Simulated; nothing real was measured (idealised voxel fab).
Process module, titled voxel capacitor over wiring
In the cross-section labelled cut, the width is 225 nm and each square cell is 5 nm.
Reading order for cross-sections: top band down to bottom band. Underlying form: a grid of square cells. Band size: one or more rows of cells.
In this notation a band is specified by the heights of its top and bottom, in that order and in nm, after which its materials appear from left to right, each paired with its width in nm. The word "all across" attached to a single material means that material fills the band from edge to edge; the word "air" stands for empty space.
All heights in this document are referenced to 0, defined as the level beneath which the wafer, as received, consists entirely of one material. The lowest band is not bounded below; it extends indefinitely downward and is written in the form "from 0 down".
The two numbers in a width such as "30..40" mark its ends across the band: the first belongs to the top row of cells, the second to the bottom row, and from each row to the next the width moves by the same amount.
Step marked "no modifications"? Then no cell in the cross-section changed in it.
Heads up: "Fully sealed voids" only lists the empty pockets with no open path to the top that are 8 cells or more, and it writes them as width x height at distance, distance from the left edge, in nm.
What comes after the settings on a step's line is commentary from the simulator itself on that step.
For masked steps, "overlay nm" on the step line gives how far right of plan the mask actually lay; a minus sign means it lay to the left.

# plan
step 1: RECEIVE [material Si]
step 2: CONFORMAL_DEP [material SiO2] [thk nm 15]
step 3: DIRECTIONAL_DEP [material TiN] [thk nm 5]
step 4: DIRECTIONAL_DEP [material W] [thk nm 15]
step 5: MASKED_ETCH [tone cover] [mask id METAL_1] [width nm 25] [pitch nm 95] [etch materials W] [depth nm 15] [overlay nm 0]
step 6: MASKED_ETCH [tone cover] [mask id METAL_1] [width nm 25] [pitch nm 95] [etch materials TiN] [depth nm 5] [overlay nm -15]
step 7: CONFORMAL_DEP [material SiCN] [thk nm 5]
step 8: FILL_DEP [material lowk] [thk nm 5]
step 9: CMP [height nm 35]
step 10: CONFORMAL_DEP [material SiCN] [thk nm 5]
step 11: DIRECTIONAL_DEP [material lowk] [thk nm 15]
step 12: PATTERN [tone open] [mask id PLUG_1] [material resist] [width nm 15] [thk nm 20] [overlay nm 0]
step 13: DIRECTIONAL_ETCH [etch materials lowk] [depth nm 15]
step 14: DIRECTIONAL_ETCH [etch materials SiCN] [depth nm 5]
step 15: STRIP [etch materials resist]
step 16: CONFORMAL_DEP [material TiN] [thk nm 5]
step 17: FILL_DEP [material Ru] [thk nm 10]
step 18: CMP [height nm 55]
step 19: DIRECTIONAL_DEP [material TiN] [thk nm 5]
step 20: DIRECTIONAL_DEP [material SiN] [thk nm 5]
step 21: DIRECTIONAL_DEP [material TiN] [thk nm 5]
step 22: PATTERN [tone cover] [mask id UPPER_PLATE] [material resist] [width nm 75] [thk nm 15] [overlay nm 0]
step 23: DIRECTIONAL_ETCH [etch materials TiN] [depth nm 5]
step 24: DIRECTIONAL_ETCH [etch materials SiN] [depth nm 5]
step 25: STRIP [etch materials resist]
step 26: MASKED_ETCH [tone cover] [mask id LOWER_PLATE] [width nm 85] [etch materials TiN] [depth nm 5] [overlay nm 0]
step 27: FILL_DEP [material SiO2] [thk nm 20]
step 28: CMP [height nm 85]
step 29: MASKED_ETCH [tone open] [mask id PLUG_2] [width nm 15] [etch materials SiO2] [depth nm 15] [overlay nm 0]
step 30: CONFORMAL_DEP [material TiN] [thk nm 5]
step 31: FILL_DEP [material Ru] [thk nm 10]
step 32: CMP [height nm 85]
step 33: CONFORMAL_DEP [material SiN] [thk nm 5]
Where the wafers of this document differ is in the overlay nm of step 6; they start out the same, and the plan states the value that applied to the first wafer.

# The first of several wafers as received, shown in cross-section; this is its state after step 1
    from 0 down  Si all across
    Fully sealed voids: none

# The table below has one row for each wafer; a row shows, as of the end of the module, how many cells of each material the wafer has gained, marked (+), or lost, marked (-), since it was received, and then the wafer's closed voids
overlay nm -15, +5 Ru, +89 SiCN, +60 SiN, +349 SiO2, +64 TiN, +30 W, +213 lowk, Fully sealed voids: none
overlay nm -10, +5 Ru, +89 SiCN, +60 SiN, +349 SiO2, +62 TiN, +30 W, +215 lowk, Fully sealed voids: none
overlay nm -5, +5 Ru, +89 SiCN, +60 SiN, +349 SiO2, +60 TiN, +30 W, +217 lowk, Fully sealed voids: none
overlay nm 0, +5 Ru, +89 SiCN, +60 SiN, +349 SiO2, +58 TiN, +30 W, +219 lowk, Fully sealed voids: none
overlay nm 5, +5 Ru, +89 SiCN, +60 SiN, +349 SiO2, +60 TiN, +30 W, +217 lowk, Fully sealed voids: none
overlay nm 10, +5 Ru, +89 SiCN, +60 SiN, +349 SiO2, +62 TiN, +30 W, +215 lowk, Fully sealed voids: none
overlay nm 15, +5 Ru, +89 SiCN, +60 SiN, +349 SiO2, +64 TiN, +30 W, +213 lowk, Fully sealed voids: none
